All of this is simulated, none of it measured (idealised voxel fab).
Title: Process Module voxel wiring stack
For reference, the cross-section in this document is cut, with width 155 nm and square cells of 5 nm.
Heads up, the way a cross-section reads in here is a grid of square cells, handed over as bands from the top down, with every band being one or more rows of cells.
Within each band entry, the heights of the top and of the bottom of the band appear first, in that order and in nm; the materials of the band then follow from left to right, each with its corresponding width in nm. The designation "throughout" on a single material indicates that it fills the band from edge to edge; the designation "air" indicates empty space.
Note: height 0 marks the level under which the wafer is uniformly one material as received. Lowest band unbounded below, written "0 and below".
Think of "30 to 40" as a width that walks from the first number to the second as you go down the band, top row to bottom row, taking equal-sized steps from row to row.
Where the words "nothing changed" appear for a step, the cross-section shows no cell changed by that step; every cell remained as before.
The label "Enclosed internal cavities" introduces a list of the empty spaces, 8 cells or larger, that have no open way up to the top; each entry in it reads width x height at distance, where the distance is taken from the left edge and all three are stated in nm.
Note: text after step settings on the step line = simulator remark on that step.
"overlay nm", when on a step's line for a step with a mask, measures how far to the right of its planned place the mask lay; a negative measure means to the left.

Process steps (planned)
1 RECEIVE [material Si]
2 CONFORMAL_DEP [material SiO2] [thk nm 10]
3 CONFORMAL_DEP [material SiN] [thk nm 5]
4 DIRECTIONAL_DEP [material SiO2] [thk nm 15]
5 MASKED_ETCH [tone open] [mask id METAL_1] [width nm 30] [pitch nm 60] [etch materials SiO2] [depth nm 15] [overlay nm 0]
6 MASKED_ETCH [tone open] [mask id METAL_1] [width nm 30] [pitch nm 60] [etch materials SiN] [depth nm 5] [overlay nm 0]
7 CONFORMAL_DEP [material TiN] [thk nm 5]
8 FILL_DEP [material Ru] [thk nm 10]
9 CMP [height nm 30]
10 CONFORMAL_DEP [material SiCN] [thk nm 5]
11 DIRECTIONAL_DEP [material lowk] [thk nm 15]
12 DIRECTIONAL_DEP [material aC] [thk nm 10]
13 PATTERN [tone open] [mask id PLUG_1] [material resist] [width nm 15] [thk nm 30] [overlay nm 0]
14 DIRECTIONAL_ETCH [etch materials aC] [depth nm 10]
15 STRIP [etch materials resist]
16 DIRECTIONAL_ETCH [etch materials lowk] [depth nm 15]
17 DIRECTIONAL_ETCH [etch materials SiCN] [depth nm 5]
18 STRIP [etch materials aC]
19 CONFORMAL_DEP [material TiN] [thk nm 5]
20 FILL_DEP [material Cu] [thk nm 5]
21 CMP [height nm 50]
22 DIRECTIONAL_DEP [material TiN] [thk nm 5]
23 DIRECTIONAL_DEP [material W] [thk nm 25]
24 PATTERN [tone cover] [mask id METAL_2] [material resist] [width nm 30] [pitch nm 60] [thk nm 20] [overlay nm 0]
25 DIRECTIONAL_ETCH [etch materials W] [depth nm 25]
26 DIRECTIONAL_ETCH [etch materials TiN] [depth nm 5]
27 STRIP [etch materials resist]
28 FILL_DEP [material lowk] [thk nm 10]
29 CMP [height nm 80]
30 CONFORMAL_DEP [material SiCN] [thk nm 5]
31 DIRECTIONAL_DEP [material SiO2] [thk nm 30]
32 MASKED_ETCH [tone open] [mask id METAL_3_HOLES] [width nm 15] [etch materials SiO2] [depth nm 30] [overlay nm 0]
33 MASKED_ETCH [tone open] [mask id METAL_3] [width nm 30] [pitch nm 60] [etch materials SiO2] [depth nm 20] [overlay nm 0]
34 MASKED_ETCH [tone open] [mask id METAL_3] [width nm 30] [pitch nm 60] [etch materials SiCN] [depth nm 5] [overlay nm 0]
35 CONFORMAL_DEP [material TiN] [thk nm 5]
36 FILL_DEP [material Ru] [thk nm 10]
37 CMP [height nm 115]
38 CONFORMAL_DEP [material SiCN] [thk nm 5]
39 DIRECTIONAL_DEP [material lowk] [thk nm 10]
40 PATTERN [tone open] [mask id PLUG_3] [material resist] [width nm 15] [pitch nm 60] [thk nm 15] [overlay nm 0]
41 DIRECTIONAL_ETCH [etch materials lowk] [depth nm 10]
42 DIRECTIONAL_ETCH [etch materials SiCN] [depth nm 5]
43 STRIP [etch materials resist]
44 EPI [material Ru] [thk nm 10]
45 EPI [material Ru] [thk nm 5]
46 CONFORMAL_DEP [material SiCN] [thk nm 5]
47 DIRECTIONAL_DEP [material lowk] [thk nm 20]
48 PATTERN [tone open] [mask id METAL_4] [material resist] [width nm 30] [pitch nm 60] [thk nm 15] [overlay nm 0]
49 DIRECTIONAL_ETCH [etch materials lowk] [depth nm 20]
50 DIRECTIONAL_ETCH [etch materials SiCN] [depth nm 5]
51 STRIP [etch materials resist]
52 CONFORMAL_DEP [material TiN] [thk nm 5]
53 FILL_DEP [material Cu] [thk nm 5]
54 CMP [height nm 155]
55 CONFORMAL_DEP [material SiCN] [thk nm 5]

First of two wafers - as planned

Wafer cross-section on receipt, i.e. after step 1
* 0 and below = Si throughout
* Enclosed internal cavities: none

Sectional view: wafer, after step 2
* 10 down to 0 = SiO2 throughout
* Below a height of 0, the structure has not been altered.

Sectional view: wafer, after step 3
* 15 down to 10 = SiN throughout
* Below a height of 10, the structure has not been altered.

Sectional view: wafer, after step 4
* 30 down to 15 = SiO2 throughout
* Below a height of 15, the structure has not been altered.

Sectional view: wafer, after step 5
* 30 down to 15 = SiO2: 30 | air: 30 | SiO2: 30 | air: 30 | SiO2: 35
* Below a height of 15, the structure has not been altered.

Sectional view: wafer, after step 6
* 30 down to 15 = SiO2: 30 | air: 30 | SiO2: 30 | air: 30 | SiO2: 35
* 15 down to 10 = SiN: 30 | air: 30 | SiN: 30 | air: 30 | SiN: 35
* Below a height of 10, the structure has not been altered.

Sectional view: wafer, after step 7
* 35 down to 30 = TiN: 35 | air: 20 | TiN: 40 | air: 20 | TiN: 40
* 30 down to 15 = SiO2: 30 | TiN: 5 | air: 20 | TiN: 5 | SiO2: 30 | TiN: 5 | air: 20 | TiN: 5 | SiO2: 35
* 15 down to 10 = SiN: 30 | TiN: 30 | SiN: 30 | TiN: 30 | SiN: 35
* Below a height of 10, the structure has not been altered.

Sectional view: wafer, after step 8
* 45 down to 35 = Ru throughout
* 35 down to 30 = TiN: 35 | Ru: 20 | TiN: 40 | Ru: 20 | TiN: 40
* 30 down to 15 = SiO2: 30 | TiN: 5 | Ru: 20 | TiN: 5 | SiO2: 30 | TiN: 5 | Ru: 20 | TiN: 5 | SiO2: 35
* Below a height of 15, the structure has not been altered.

Sectional view: wafer, after step 9
* 30 down to 15 = SiO2: 30 | TiN: 5 | Ru: 20 | TiN: 5 | SiO2: 30 | TiN: 5 | Ru: 20 | TiN: 5 | SiO2: 35
* Below a height of 15, the structure has not been altered.

Sectional view: wafer, after step 10
* 35 down to 30 = SiCN throughout
* Below a height of 30, the structure has not been altered.

Sectional view: wafer, after step 11
* 50 down to 35 = lowk throughout
* Below a height of 35, the structure has not been altered.

Sectional view: wafer, after step 12
* 60 down to 50 = aC throughout
* Below a height of 50, the structure has not been altered.

Sectional view: wafer, after step 13
* 90 down to 60 = resist: 30 | air: 15 | resist: 110
* Below a height of 60, the structure has not been altered.

Sectional view: wafer, after step 14
* 80 down to 60 = resist: 30 | air: 15 | resist: 110
* 60 down to 50 = aC: 30 | air: 15 | aC: 110
* Below a height of 50, the structure has not been altered.

Sectional view: wafer, after step 15
* 60 down to 50 = aC: 30 | air: 15 | aC: 110
* Below a height of 50, the structure has not been altered.

Sectional view: wafer, after step 16
* 60 down to 50 = aC: 30 | air: 15 | aC: 110
* 50 down to 35 = lowk: 30 | air: 15 | lowk: 110
* Below a height of 35, the structure has not been altered.

Sectional view: wafer, after step 17
* 60 down to 50 = aC: 30 | air: 15 | aC: 110
* 50 down to 35 = lowk: 30 | air: 15 | lowk: 110
* 35 down to 30 = SiCN: 30 | air: 15 | SiCN: 110
* Below a height of 30, the structure has not been altered.

Sectional view: wafer, after step 18
* 50 down to 35 = lowk: 30 | air: 15 | lowk: 110
* Below a height of 35, the structure has not been altered.

Sectional view: wafer, after step 19
* 55 down to 50 = TiN: 35 | air: 5 | TiN: 115
* 50 down to 35 = lowk: 30 | TiN: 5 | air: 5 | TiN: 5 | lowk: 110
* 35 down to 30 = SiCN: 30 | TiN: 15 | SiCN: 110
* Below a height of 30, the structure has not been altered.

Sectional view: wafer, after step 20
* 60 down to 55 = Cu throughout
* 55 down to 50 = TiN: 35 | Cu: 5 | TiN: 115
* 50 down to 35 = lowk: 30 | TiN: 5 | Cu: 5 | TiN: 5 | lowk: 110
* Below a height of 35, the structure has not been altered.

Sectional view: wafer, after step 21
* 50 down to 35 = lowk: 30 | TiN: 5 | Cu: 5 | TiN: 5 | lowk: 110
* Below a height of 35, the structure has not been altered.

Sectional view: wafer, after step 22
* 55 down to 50 = TiN throughout
* Below a height of 50, the structure has not been altered.

Sectional view: wafer, after step 23
* 80 down to 55 = W throughout
* Below a height of 55, the structure has not been altered.

Sectional view: wafer, after step 24
* 100 down to 80 = air: 30 | resist: 30 | air: 30 | resist: 30 | air: 35
* Below a height of 80, the structure has not been altered.

Sectional view: wafer, after step 25
* 100 down to 80 = air: 30 | resist: 30 | air: 30 | resist: 30 | air: 35
* 80 down to 55 = air: 30 | W: 30 | air: 30 | W: 30 | air: 35
* Below a height of 55, the structure has not been altered.

Sectional view: wafer, after step 26
* 100 down to 80 = air: 30 | resist: 30 | air: 30 | resist: 30 | air: 35
* 80 down to 55 = air: 30 | W: 30 | air: 30 | W: 30 | air: 35
* 55 down to 50 = air: 30 | TiN: 30 | air: 30 | TiN: 30 | air: 35
* Below a height of 50, the structure has not been altered.

Sectional view: wafer, after step 27
* 80 down to 55 = air: 30 | W: 30 | air: 30 | W: 30 | air: 35
* Below a height of 55, the structure has not been altered.

Sectional view: wafer, after step 28
* 90 down to 80 = lowk throughout
* 80 down to 55 = lowk: 30 | W: 30 | lowk: 30 | W: 30 | lowk: 35
* 55 down to 50 = lowk: 30 | TiN: 30 | lowk: 30 | TiN: 30 | lowk: 35
* Below a height of 50, the structure has not been altered.

Sectional view: wafer, after step 29
* 80 down to 55 = lowk: 30 | W: 30 | lowk: 30 | W: 30 | lowk: 35
* Below a height of 55, the structure has not been altered.

Sectional view: wafer, after step 30
* 85 down to 80 = SiCN throughout
* Below a height of 80, the structure has not been altered.

Sectional view: wafer, after step 31
* 115 down to 85 = SiO2 throughout
* Below a height of 85, the structure has not been altered.

Sectional view: wafer, after step 32
* 115 down to 85 = SiO2: 30 | air: 15 | SiO2: 110
* Below a height of 85, the structure has not been altered.

Sectional view: wafer, after step 33
* 115 down to 95 = SiO2: 30 | air: 30 | SiO2: 30 | air: 30 | SiO2: 35
* Below a height of 95, the structure has not been altered.

Sectional view: wafer, after step 34
* 115 down to 95 = SiO2: 30 | air: 30 | SiO2: 30 | air: 30 | SiO2: 35
* 95 down to 85 = SiO2: 30 | air: 15 | SiO2: 110
* 85 down to 80 = SiCN: 30 | air: 15 | SiCN: 110
* Below a height of 80, the structure has not been altered.

Sectional view: wafer, after step 35
* 120 down to 115 = TiN: 35 | air: 20 | TiN: 40 | air: 20 | TiN: 40
* 115 down to 100 = SiO2: 30 | TiN: 5 | air: 20 | TiN: 5 | SiO2: 30 | TiN: 5 | air: 20 | TiN: 5 | SiO2: 35
* 100 down to 95 = SiO2: 30 | TiN: 5 | air: 5 | TiN: 20 | SiO2: 30 | TiN: 30 | SiO2: 35
* 95 down to 85 = SiO2: 30 | TiN: 5 | air: 5 | TiN: 5 | SiO2: 110
* 85 down to 80 = SiCN: 30 | TiN: 15 | SiCN: 110
* Below a height of 80, the structure has not been altered.

Sectional view: wafer, after step 36
* 130 down to 120 = Ru throughout
* 120 down to 115 = TiN: 35 | Ru: 20 | TiN: 40 | Ru: 20 | TiN: 40
* 115 down to 100 = SiO2: 30 | TiN: 5 | Ru: 20 | TiN: 5 | SiO2: 30 | TiN: 5 | Ru: 20 | TiN: 5 | SiO2: 35
* 100 down to 95 = SiO2: 30 | TiN: 5 | Ru: 5 | TiN: 20 | SiO2: 30 | TiN: 30 | SiO2: 35
* 95 down to 85 = SiO2: 30 | TiN: 5 | Ru: 5 | TiN: 5 | SiO2: 110
* Below a height of 85, the structure has not been altered.

Sectional view: wafer, after step 37
* 115 down to 100 = SiO2: 30 | TiN: 5 | Ru: 20 | TiN: 5 | SiO2: 30 | TiN: 5 | Ru: 20 | TiN: 5 | SiO2: 35
* Below a height of 100, the structure has not been altered.

Sectional view: wafer, after step 38
* 120 down to 115 = SiCN throughout
* Below a height of 115, the structure has not been altered.

Sectional view: wafer, after step 39
* 130 down to 120 = lowk throughout
* Below a height of 120, the structure has not been altered.

Sectional view: wafer, after step 40
* 145 down to 130 = resist: 30 | air: 15 | resist: 45 | air: 15 | resist: 50
* Below a height of 130, the structure has not been altered.

Sectional view: wafer, after step 41
* 145 down to 130 = resist: 30 | air: 15 | resist: 45 | air: 15 | resist: 50
* 130 down to 120 = lowk: 30 | air: 15 | lowk: 45 | air: 15 | lowk: 50
* Below a height of 120, the structure has not been altered.

Sectional view: wafer, after step 42
* 145 down to 130 = resist: 30 | air: 15 | resist: 45 | air: 15 | resist: 50
* 130 down to 120 = lowk: 30 | air: 15 | lowk: 45 | air: 15 | lowk: 50
* 120 down to 115 = SiCN: 30 | air: 15 | SiCN: 45 | air: 15 | SiCN: 50
* Below a height of 115, the structure has not been altered.

Sectional view: wafer, after step 43
* 130 down to 120 = lowk: 30 | air: 15 | lowk: 45 | air: 15 | lowk: 50
* Below a height of 120, the structure has not been altered.

Sectional view: wafer, after step 44
* 130 down to 125 = lowk: 30 | air: 15 | lowk: 45 | air: 15 | lowk: 50
* 125 down to 120 = lowk: 30 | Ru: 15 | lowk: 45 | Ru: 15 | lowk: 50
* 120 down to 115 = SiCN: 30 | Ru: 15 | SiCN: 45 | Ru: 15 | SiCN: 50
* Below a height of 115, the structure has not been altered.

Sectional view: wafer, after step 45
* 130 down to 120 = lowk: 30 | Ru: 15 | lowk: 45 | Ru: 15 | lowk: 50
* Below a height of 120, the structure has not been altered.

Sectional view: wafer, after step 46
* 135 down to 130 = SiCN throughout
* Below a height of 130, the structure has not been altered.

Sectional view: wafer, after step 47
* 155 down to 135 = lowk throughout
* Below a height of 135, the structure has not been altered.

Sectional view: wafer, after step 48
* 170 down to 155 = resist: 30 | air: 30 | resist: 30 | air: 30 | resist: 35
* Below a height of 155, the structure has not been altered.

Sectional view: wafer, after step 49
* 170 down to 155 = resist: 30 | air: 30 | resist: 30 | air: 30 | resist: 35
* 155 down to 135 = lowk: 30 | air: 30 | lowk: 30 | air: 30 | lowk: 35
* Below a height of 135, the structure has not been altered.

Sectional view: wafer, after step 50
* 170 down to 155 = resist: 30 | air: 30 | resist: 30 | air: 30 | resist: 35
* 155 down to 135 = lowk: 30 | air: 30 | lowk: 30 | air: 30 | lowk: 35
* 135 down to 130 = SiCN: 30 | air: 30 | SiCN: 30 | air: 30 | SiCN: 35
* Below a height of 130, the structure has not been altered.

Sectional view: wafer, after step 51
* 155 down to 135 = lowk: 30 | air: 30 | lowk: 30 | air: 30 | lowk: 35
* Below a height of 135, the structure has not been altered.

Sectional view: wafer, after step 52
* 160 down to 155 = TiN: 35 | air: 20 | TiN: 40 | air: 20 | TiN: 40
* 155 down to 135 = lowk: 30 | TiN: 5 | air: 20 | TiN: 5 | lowk: 30 | TiN: 5 | air: 20 | TiN: 5 | lowk: 35
* 135 down to 130 = SiCN: 30 | TiN: 30 | SiCN: 30 | TiN: 30 | SiCN: 35
* Below a height of 130, the structure has not been altered.

Sectional view: wafer, after step 53
* 165 down to 160 = Cu throughout
* 160 down to 155 = TiN: 35 | Cu: 20 | TiN: 40 | Cu: 20 | TiN: 40
* 155 down to 135 = lowk: 30 | TiN: 5 | Cu: 20 | TiN: 5 | lowk: 30 | TiN: 5 | Cu: 20 | TiN: 5 | lowk: 35
* Below a height of 135, the structure has not been altered.

Sectional view: wafer, after step 54
* 155 down to 135 = lowk: 30 | TiN: 5 | Cu: 20 | TiN: 5 | lowk: 30 | TiN: 5 | Cu: 20 | TiN: 5 | lowk: 35
* Below a height of 135, the structure has not been altered.

Sectional view: wafer, after step 55
* 160 down to 155 = SiCN throughout
* Below a height of 155, the structure has not been altered.

Wafer two: like wafer one in start and plan, but with one mistake in execution; identical up to and including step 29

Cross-section, second wafer, at the end time the plan gives for step 30
* 110 down to 80 = SiO2 throughout
* Below a height of 80, the structure has not been altered.

Cross-section, second wafer, at the end time the plan gives for step 31
* 115 down to 110 = SiCN throughout
* Below a height of 110, the structure has not been altered.

Cross-section, second wafer, at the end time the plan gives for step 32: nothing changed

Cross-section, second wafer, at the end time the plan gives for step 33: nothing changed

Cross-section, second wafer, at the end time the plan gives for step 34
* 115 down to 110 = SiCN: 30 | air: 30 | SiCN: 30 | air: 30 | SiCN: 35
* Below a height of 110, the structure has not been altered.

Cross-section, second wafer, at the end time the plan gives for step 35
* 120 down to 115 = TiN: 35 | air: 20 | TiN: 40 | air: 20 | TiN: 40
* 115 down to 110 = SiCN: 30 | TiN: 30 | SiCN: 30 | TiN: 30 | SiCN: 35
* Below a height of 110, the structure has not been altered.

Cross-section, second wafer, at the end time the plan gives for step 36
* 130 down to 120 = Ru throughout
* 120 down to 115 = TiN: 35 | Ru: 20 | TiN: 40 | Ru: 20 | TiN: 40
* Below a height of 115, the structure has not been altered.

Cross-section, second wafer, at the end time the plan gives for step 37
* 115 down to 110 = SiCN: 30 | TiN: 30 | SiCN: 30 | TiN: 30 | SiCN: 35
* Below a height of 110, the structure has not been altered.

Cross-section, second wafer, at the end time the plan gives for step 38
* 120 down to 115 = SiCN throughout
* Below a height of 115, the structure has not been altered.

Cross-section, second wafer, at the end time the plan gives for step 39
* 130 down to 120 = lowk throughout
* Below a height of 120, the structure has not been altered.

Cross-section, second wafer, at the end time the plan gives for step 40
* 145 down to 130 = resist: 30 | air: 15 | resist: 45 | air: 15 | resist: 50
* Below a height of 130, the structure has not been altered.

Cross-section, second wafer, at the end time the plan gives for step 41
* 145 down to 130 = resist: 30 | air: 15 | resist: 45 | air: 15 | resist: 50
* 130 down to 120 = lowk: 30 | air: 15 | lowk: 45 | air: 15 | lowk: 50
* Below a height of 120, the structure has not been altered.

Cross-section, second wafer, at the end time the plan gives for step 42
* 145 down to 130 = resist: 30 | air: 15 | resist: 45 | air: 15 | resist: 50
* 130 down to 120 = lowk: 30 | air: 15 | lowk: 45 | air: 15 | lowk: 50
* 120 down to 115 = SiCN: 30 | air: 15 | SiCN: 45 | air: 15 | SiCN: 50
* Below a height of 115, the structure has not been altered.

Cross-section, second wafer, at the end time the plan gives for step 43
* 130 down to 120 = lowk: 30 | air: 15 | lowk: 45 | air: 15 | lowk: 50
* Below a height of 120, the structure has not been altered.

Cross-section, second wafer, at the end time the plan gives for step 44
* 130 down to 125 = lowk: 30 | air: 15 | lowk: 45 | air: 15 | lowk: 50
* 125 down to 120 = lowk: 30 | Ru: 15 | lowk: 45 | Ru: 15 | lowk: 50
* 120 down to 115 = SiCN: 30 | Ru: 15 | SiCN: 45 | Ru: 15 | SiCN: 50
* Below a height of 115, the structure has not been altered.

Cross-section, second wafer, at the end time the plan gives for step 45
* 130 down to 120 = lowk: 30 | Ru: 15 | lowk: 45 | Ru: 15 | lowk: 50
* Below a height of 120, the structure has not been altered.

Cross-section, second wafer, at the end time the plan gives for step 46
* 135 down to 130 = SiCN throughout
* Below a height of 130, the structure has not been altered.

Cross-section, second wafer, at the end time the plan gives for step 47
* 155 down to 135 = lowk throughout
* Below a height of 135, the structure has not been altered.

Cross-section, second wafer, at the end time the plan gives for step 48
* 170 down to 155 = resist: 30 | air: 30 | resist: 30 | air: 30 | resist: 35
* Below a height of 155, the structure has not been altered.

Cross-section, second wafer, at the end time the plan gives for step 49
* 170 down to 155 = resist: 30 | air: 30 | resist: 30 | air: 30 | resist: 35
* 155 down to 135 = lowk: 30 | air: 30 | lowk: 30 | air: 30 | lowk: 35
* Below a height of 135, the structure has not been altered.

Cross-section, second wafer, at the end time the plan gives for step 50
* 170 down to 155 = resist: 30 | air: 30 | resist: 30 | air: 30 | resist: 35
* 155 down to 135 = lowk: 30 | air: 30 | lowk: 30 | air: 30 | lowk: 35
* 135 down to 130 = SiCN: 30 | air: 30 | SiCN: 30 | air: 30 | SiCN: 35
* Below a height of 130, the structure has not been altered.

Cross-section, second wafer, at the end time the plan gives for step 51
* 155 down to 135 = lowk: 30 | air: 30 | lowk: 30 | air: 30 | lowk: 35
* Below a height of 135, the structure has not been altered.

Cross-section, second wafer, at the end time the plan gives for step 52
* 160 down to 155 = TiN: 35 | air: 20 | TiN: 40 | air: 20 | TiN: 40
* 155 down to 135 = lowk: 30 | TiN: 5 | air: 20 | TiN: 5 | lowk: 30 | TiN: 5 | air: 20 | TiN: 5 | lowk: 35
* 135 down to 130 = SiCN: 30 | TiN: 30 | SiCN: 30 | TiN: 30 | SiCN: 35
* Below a height of 130, the structure has not been altered.

Cross-section, second wafer, at the end time the plan gives for step 53
* 165 down to 160 = Cu throughout
* 160 down to 155 = TiN: 35 | Cu: 20 | TiN: 40 | Cu: 20 | TiN: 40
* 155 down to 135 = lowk: 30 | TiN: 5 | Cu: 20 | TiN: 5 | lowk: 30 | TiN: 5 | Cu: 20 | TiN: 5 | lowk: 35
* Below a height of 135, the structure has not been altered.

Cross-section, second wafer, at the end time the plan gives for step 54
* 155 down to 135 = lowk: 30 | TiN: 5 | Cu: 20 | TiN: 5 | lowk: 30 | TiN: 5 | Cu: 20 | TiN: 5 | lowk: 35
* Below a height of 135, the structure has not been altered.

Cross-section, second wafer, at the end time the plan gives for step 55
* 160 down to 155 = SiCN throughout
* Below a height of 155, the structure has not been altered.
What went wrong in running the wafer? the run placed steps 30 and 31 each in the position the plan gave to the other
FYI, end of process, the second wafer has more or fewer cells of some materials than the first: Ru -27; SiCN -9; SiO2 +54; TiN -18
